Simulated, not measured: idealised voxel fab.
This section sets out a process module, namely voxel ribs on slabs.
Cross-section cut spans 140 nm and uses square cells 5 nm in size.
We lay out every cross-section as a grid of square cells and spell it out in bands from the top down, where one band means one or more rows of cells.
Look at the band entry: it leads with the top's height and the bottom's height in nm. Then it lists the materials left to right, with a width in nm for each. The word "everywhere" on a single material says that material fills the band edge to edge. The word "air" is empty space.
We count height from 0. Below that, the starting wafer is all one material. The lowest band never ends at the bottom but goes on down; see "0 -> down" for how that is written.
A two-number width, for instance "30 to 40", indicates that the width is equal to the first number in the top row of the band and to the second number in the bottom row, and that it changes by a constant amount per row of cells.
"stayed the same" for a step: no cell of the cross-section changed in that step.
Heads up: "Voids lacking openings" only lists the empty pockets with no open path to the top that are 8 cells or more, and it writes them as width x height at distance, distance from the left edge, in nm.
Post-settings text on a step line: simulator's own remark regarding the step.
overlay nm: mask offset rightward from planned place, masked step; negative means leftward offset.
-- The planned process steps are enumerated hereunder
| 1 | op RECEIVE | material Si |
| 2 | op DIRECTIONAL_DEP | material SiO2 | thk nm 20 |
| 3 | op DIRECTIONAL_DEP | material SiN | thk nm 15 |
| 4 | op DIRECTIONAL_DEP | material aC | thk nm 15 |
| 5 | op PATTERN | tone cover | mask id RIB | material resist | width nm 25 | thk nm 35 | overlay nm 0 |
| 6 | op DIRECTIONAL_ETCH | etch materials aC | depth nm 15 |
| 7 | op STRIP | etch materials resist |
| 8 | op DIRECTIONAL_ETCH | etch materials SiN | depth nm 10 |
| 9 | op STRIP | etch materials aC |
| 10 | op DIRECTIONAL_DEP | material aC | thk nm 10 |
| 11 | op PATTERN | tone cover | mask id SLAB | material resist | width nm 75 | thk nm 30 | overlay nm 0 |
| 12 | op DIRECTIONAL_ETCH | etch materials aC | depth nm 10 |
| 13 | op STRIP | etch materials resist |
| 14 | op DIRECTIONAL_ETCH | etch materials SiN | depth nm 5 |
| 15 | op STRIP | etch materials aC |
| 16 | op FILL_DEP | material SiO2 | thk nm 20 |
| 17 | op CMP | height nm 50 |
| 18 | op DIRECTIONAL_DEP | material W | thk nm 10 |
| 19 | op MASKED_ETCH | tone cover | mask id HEATER | width nm 35 | etch materials W | depth nm 10 | overlay nm 0 |
| 20 | op CONFORMAL_DEP | material SiO2 | thk nm 10 |
-- Cross-section, incoming material, after step 1
> 0 -> down: Si everywhere
> Voids lacking openings: none
-- Here's the wafer cut in cross-section after the module, started and planned just like above, except one thing was done wrong in the run
> 70 -> 60: 40 air, 55 SiO2, 45 air
> 60 -> 50: 50 SiO2, 35 W, 55 SiO2
> 50 -> 35: SiO2 everywhere
> 35 -> 25: 55 SiO2, 25 SiN, 60 SiO2
> 25 -> 20: 35 SiO2, 65 SiN, 40 SiO2
> 20 -> 0: SiO2 everywhere
> 0 -> down: Si everywhere
> Voids lacking openings: none
Want to know what went wrong? step 11: run off-plan, actual operation and settings op PATTERN | tone cover | mask id SLAB | material resist | width nm 65 | thk nm 30 | overlay nm 0
